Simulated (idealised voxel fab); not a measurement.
process module | voxel plated lines
cross-section cut | 230 nm wide | cells 5 nm
A cross-section is a grid of square cells, given in bands from the top down. A band is one or more rows of cells.
Each band's line starts with the height of the band's top and of its bottom, in nm. Then come its materials from left to right, each with its width in nm. One material with "throughout" fills the band from edge to edge. "air" is empty space.
Height 0 is the level under which the wafer as received is all one material. The lowest band goes on downwards, as in "0 down".
A width such as "30 to 40" changes by the same amount from each row of cells to the next, from the band's top row to its bottom row.
"no change" after a step means that no cell of the cross-section changed.
closed voids: empty space of 8 cells or more with no open way to the top, each as width x height at its distance from the left edge, in nm
after a step's settings: what the simulator itself notes on the step
overlay nm, on a step with a mask: how far to the right of its planned place the mask lay; to the left if negative
plan
1 op RECEIVE | material Si
2 op CONFORMAL_DEP | material Al2O3 | thk nm 5
3 op DIRECTIONAL_DEP | material TiN | thk nm 5
4 op PATTERN | tone open | mask id LINES | material resist | width nm 20 | pitch nm 50 | thk nm 25 | overlay nm 0
5 op EPI | material Ru | thk nm 5
6 op EPI | material Ru | thk nm 10
7 op STRIP | etch materials resist
8 op DIRECTIONAL_ETCH | etch materials TiN | depth nm 5
9 op CONFORMAL_DEP | material SiN | thk nm 5
as received, after step 1
  0 down: Si throughout
  closed voids: none
first wafer at the end, as planned
  30 to 25: air 50 | SiN 30 | air 20 | SiN 30 | air 20 | SiN 30 | air 50
  25 to 10: air 50 | SiN 5 | Ru 20 | SiN 5 | air 20 | SiN 5 | Ru 20 | SiN 5 | air 20 | SiN 5 | Ru 20 | SiN 5 | air 50
  10 to 5: SiN 55 | TiN 20 | SiN 30 | TiN 20 | SiN 30 | TiN 20 | SiN 55
  5 to 0: Al2O3 throughout
  0 down: Si throughout
  closed voids: none
second wafer at the end: like start, like plan, one mistake
  40 to 35: air 50 | SiN 30 | air 20 | SiN 30 | air 20 | SiN 30 | air 50
  35 to 10: air 50 | SiN 5 | Ru 20 | SiN 5 | air 20 | SiN 5 | Ru 20 | SiN 5 | air 20 | SiN 5 | Ru 20 | SiN 5 | air 50
  10 to 5: SiN 55 | TiN 20 | SiN 30 | TiN 20 | SiN 30 | TiN 20 | SiN 55
  5 to 0: Al2O3 throughout
  0 down: Si throughout
  closed voids: none
what went wrong: step 6 was run twice
at the end the second wafer has, in cells: 24 more of Ru | 12 more of SiN
